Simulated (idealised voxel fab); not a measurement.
Module name: voxel wiring stack (process module)
For reference, the cross-section in this document is cut, with width 235 nm and square cells of 5 nm.
If you're reading a cross-section in this doc, picture square cells in a grid; it comes to you as bands, top ones listed first down to the bottom, and a band can be one or more rows of cells. In this notation a band is specified by the heights of its top and bottom, in that order and in nm, after which its materials appear from left to right, each paired with its width in nm. The word "full width" attached to a single material means that material fills the band from edge to edge; the word "blank" stands for empty space. A quick word on heights: they are counted from 0, and under that level the wafer as it came to us is one material throughout. The lowest band is different from the rest in having no bottom; it simply continues downward, written as in "0 nm and below". The width entry "30..40" should be interpreted row by row: the top row of cells in the band takes the first number, the bottom row takes the second number, and the change between adjacent rows is uniform throughout. "nothing was modified" -> step changed no cross-section cell. Enclosed voids: empty space of 8 cells or more with no open way to the top, each as width x height at its distance from the left edge, in nm. Heads up: the bit after the settings on a step's line is the simulator's remark on that step. overlay nm: right-of-plan distance of the mask on a masked step; negative values mean left-of-plan.
[Set out below are the planned steps of the process]
1: RECEIVE, material Si
2: CONFORMAL_DEP, material SiO2, thk nm 10
3: CONFORMAL_DEP, material SiCN, thk nm 5
4: DIRECTIONAL_DEP, material lowk, thk nm 15
5: DIRECTIONAL_DEP, material aC, thk nm 15
6: PATTERN, tone open, mask id METAL_1, material resist, width nm 25, pitch nm 50, thk nm 30, overlay nm 0
7: DIRECTIONAL_ETCH, etch materials aC, depth nm 15
8: STRIP, etch materials resist
9: DIRECTIONAL_ETCH, etch materials lowk, depth nm 15
10: DIRECTIONAL_ETCH, etch materials SiCN, depth nm 5
11: STRIP, etch materials aC
12: CONFORMAL_DEP, material TiN, thk nm 5
13: FILL_DEP, material Cu, thk nm 10
14: CMP, height nm 30
15: CONFORMAL_DEP, material SiCN, thk nm 5
16: DIRECTIONAL_DEP, material lowk, thk nm 15
17: DIRECTIONAL_DEP, material aC, thk nm 10
18: PATTERN, tone open, mask id PLUG_1, material resist, width nm 15, pitch nm 50, thk nm 30, overlay nm 0
19: DIRECTIONAL_ETCH, etch materials aC, depth nm 10
20: STRIP, etch materials resist
21: DIRECTIONAL_ETCH, etch materials lowk, depth nm 15
22: DIRECTIONAL_ETCH, etch materials SiCN, depth nm 5
23: STRIP, etch materials aC
24: CONFORMAL_DEP, material TiN, thk nm 5
25: FILL_DEP, material Cu, thk nm 5
26: CMP, height nm 50
27: CONFORMAL_DEP, material SiCN, thk nm 5
28: DIRECTIONAL_DEP, material SiO2, thk nm 20
29: PATTERN, tone open, mask id METAL_2, material resist, width nm 25, pitch nm 50, thk nm 20, overlay nm 0
30: DIRECTIONAL_ETCH, etch materials SiO2, depth nm 20
31: DIRECTIONAL_ETCH, etch materials SiCN, depth nm 5
32: STRIP, etch materials resist
33: CONFORMAL_DEP, material TiN, thk nm 5
34: FILL_DEP, material W, thk nm 10
35: CMP, height nm 75
36: CONFORMAL_DEP, material SiCN, thk nm 5
37: DIRECTIONAL_DEP, material SiO2, thk nm 25
38: DIRECTIONAL_DEP, material aC, thk nm 15
39: PATTERN, tone open, mask id METAL_3, material resist, width nm 25, pitch nm 50, thk nm 35, overlay nm 0
40: DIRECTIONAL_ETCH, etch materials aC, depth nm 15
41: STRIP, etch materials resist
42: DIRECTIONAL_ETCH, etch materials SiO2, depth nm 15
43: STRIP, etch materials aC
44: PATTERN, tone open, mask id METAL_3_HOLES, material resist, width nm 15, pitch nm 50, thk nm 15, overlay nm 0
45: DIRECTIONAL_ETCH, etch materials SiO2, depth nm 10
46: DIRECTIONAL_ETCH, etch materials SiCN, depth nm 5
47: STRIP, etch materials resist
48: CONFORMAL_DEP, material TiN, thk nm 5
49: FILL_DEP, material Ru, thk nm 10
50: CMP, height nm 105
51: CONFORMAL_DEP, material SiCN, thk nm 5
[Cross-section of the incoming wafer, state after step 1]
	0 nm and below | Si full width
	Enclosed voids: none
[Same starting wafer, same plan as above, one mistake in the execution; this is the cross-section at the end of the module]
	110 nm to 105 nm | SiCN full width
	105 nm to 95 nm | 80 of SiO2 / 5 of TiN / 15 of Ru / 5 of TiN / 25 of SiO2 / 5 of TiN / 15 of Ru / 5 of TiN / 80 of SiO2
	95 nm to 90 nm | 80 of SiO2 / 5 of TiN / 5 of Ru / 15 of TiN / 25 of SiO2 / 5 of TiN / 5 of Ru / 15 of TiN / 80 of SiO2
	90 nm to 80 nm | 80 of SiO2 / 5 of TiN / 5 of Ru / 5 of TiN / 35 of SiO2 / 5 of TiN / 5 of Ru / 5 of TiN / 90 of SiO2
	80 nm to 75 nm | 80 of SiCN / 15 of TiN / 35 of SiCN / 15 of TiN / 90 of SiCN
	75 nm to 55 nm | 80 of SiO2 / 5 of TiN / 15 of W / 5 of TiN / 25 of SiO2 / 5 of TiN / 15 of W / 5 of TiN / 80 of SiO2
	55 nm to 50 nm | 80 of SiCN / 25 of TiN / 25 of SiCN / 25 of TiN / 80 of SiCN
	50 nm to 35 nm | 80 of lowk / 5 of TiN / 5 of Cu / 5 of TiN / 35 of lowk / 5 of TiN / 5 of Cu / 5 of TiN / 90 of lowk
	35 nm to 30 nm | 80 of SiCN / 15 of TiN / 35 of SiCN / 15 of TiN / 90 of SiCN
	30 nm to 20 nm | 80 of lowk / 5 of TiN / 15 of Cu / 5 of TiN / 25 of lowk / 5 of TiN / 15 of Cu / 5 of TiN / 80 of lowk
	20 nm to 15 nm | 80 of lowk / 25 of TiN / 25 of lowk / 25 of TiN / 80 of lowk
	15 nm to 5 nm | SiO2 full width
	5 nm to 0 nm | SiCN full width
	0 nm and below | Si full width
	Enclosed voids: none
So what did we get wrong on this run? mixed up steps 2 and 3 - ran each in the other's place
